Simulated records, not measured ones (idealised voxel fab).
process module | voxel fin reveal
cross-section cut | 200 nm wide | cells 5 nm
A cross-section is a grid of square cells, given in bands from the top down. A band is one or more rows of cells.
Each band's line starts with the height of the band's top and of its bottom, in nm. Then come its materials from left to right, each with its width in nm. One material with "throughout" fills the band from edge to edge. "air" is empty space.
Height 0 is the level under which the wafer as received is all one material. The lowest band goes on downwards, as in "0 down".
A width such as "30 to 40" changes by the same amount from each row of cells to the next, from the band's top row to its bottom row.
"no change" after a step means that no cell of the cross-section changed.
closed voids: empty space of 8 cells or more with no open way to the top, each as width x height at its distance from the left edge, in nm
after a step's settings: what the simulator itself notes on the step
overlay nm, on a step with a mask: how far to the right of its planned place the mask lay; to the left if negative
plan
1 op RECEIVE | material Si
2 op CONFORMAL_DEP | material SiN | thk nm 5
3 op PATTERN | tone cover | mask id FINS | material resist | width nm 15 | pitch nm 45 | thk nm 20 | overlay nm 0
4 op DIRECTIONAL_ETCH | etch materials SiN | depth nm 5
5 op DIRECTIONAL_ETCH | etch materials Si | depth nm 40
6 op STRIP | etch materials resist
7 op OXIDIZE | depth nm 5
8 op FILL_DEP | material SiO2 | thk nm 5
9 op CMP | height nm 5
10 op SELECTIVE_ETCH | etch materials SiO2 | depth nm 35
11 op STRIP | etch materials SiN
as received, after step 1
  0 down: Si throughout
  closed voids: none
first wafer at the end, as planned
  0 to -30: air 50 | Si 5 | air 40 | Si 5 | air 40 | Si 5 | air 55
  -30 to -45: SiO2 50 | Si 5 | SiO2 40 | Si 5 | SiO2 40 | Si 5 | SiO2 55
  -45 down: Si throughout
  closed voids: none
second wafer at the end: like start, like plan, one mistake
  0 to -30: air 50 | Si 5 | air 40 | Si 5 | air 40 | Si 5 | air 55
  -30 to -35: SiO2 10 | air 40 | Si 5 | air 40 | Si 5 | air 40 | Si 5 | air 40 | SiO2 15
  -35 to -45: SiO2 50 | Si 5 | SiO2 40 | Si 5 | SiO2 40 | Si 5 | SiO2 55
  -45 down: Si throughout
  closed voids: none
what went wrong: steps 10 and 11 were swapped
at the end the second wafer has, in cells: 32 fewer of SiO2
